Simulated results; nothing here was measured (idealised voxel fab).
Process module, titled voxel double patterning
Cross-sectional view cut (width: 150 nm; square cell size: 5 nm).
A cross-section is a grid of square cells, given in bands from the top down. A band is one or more rows of cells.
Basically the band line says how high the top is and how high the bottom is, in nm, and then what's in it from left to right, every material with its width in nm. Empty space shows up as "empty", and if a single material carries "all across" it runs the full band edge to edge.
Ref level 0: as-received wafer is one material below here. Bottom band extends down with no lower bound ("0 nm and below").
Note: "30->40" means the width goes from the first number (top row of the band) to the second number (bottom row) in equal steps per row of cells.
"all unchanged" for a step: no cell of the cross-section changed in that step.
Reported under the label "Enclosed void entries" are the empty spaces having no open way to the top and comprising 8 cells or more; the notation for each is width x height at distance, in which the distance is measured from the left edge and all three values are in nm.
That trailing text on a step's line, after the settings, is the simulator's own remark on the step.
What "overlay nm" on a step's line means: if the step has a mask, that mask lay this far to the right of its planned place, or, when the value is negative, to the left.

### Listed below are the process steps as planned
1: RECEIVE,material Si
2: CONFORMAL_DEP,material SiN,thk nm 5
3: DIRECTIONAL_DEP,material SiO2,thk nm 15
4: DIRECTIONAL_DEP,material SiCN,thk nm 10
5: PATTERN,tone open,mask id FIRST,material resist,width nm 15,pitch nm 50,thk nm 20,overlay nm 0
6: DIRECTIONAL_ETCH,etch materials SiCN,depth nm 10
7: STRIP,etch materials resist
8: MASKED_ETCH,tone open,mask id SECOND,width nm 15,etch materials SiCN,depth nm 10,overlay nm 0
9: DIRECTIONAL_ETCH,etch materials SiO2,depth nm 15
10: STRIP,etch materials SiCN

### Shown in cross-section is the wafer as received, that is, as it stands after step 1
* 0 nm and below = Si all across
* Enclosed void entries: none

### One mistake in running the module, otherwise start and plan as above: cross-section at the end
* 30 nm to 20 nm = 40 SiCN, then 15 empty, then 10 SiCN, then 15 empty, then 10 SiCN, then 15 empty, then 45 SiCN
* 20 nm to 5 nm = 40 SiO2, then 15 empty, then 10 SiO2, then 15 empty, then 10 SiO2, then 15 empty, then 45 SiO2
* 5 nm to 0 nm = SiN all across
* 0 nm and below = Si all across
* Enclosed void entries: none
What was done differently from what was planned? skipped: plan step 10 (never run)
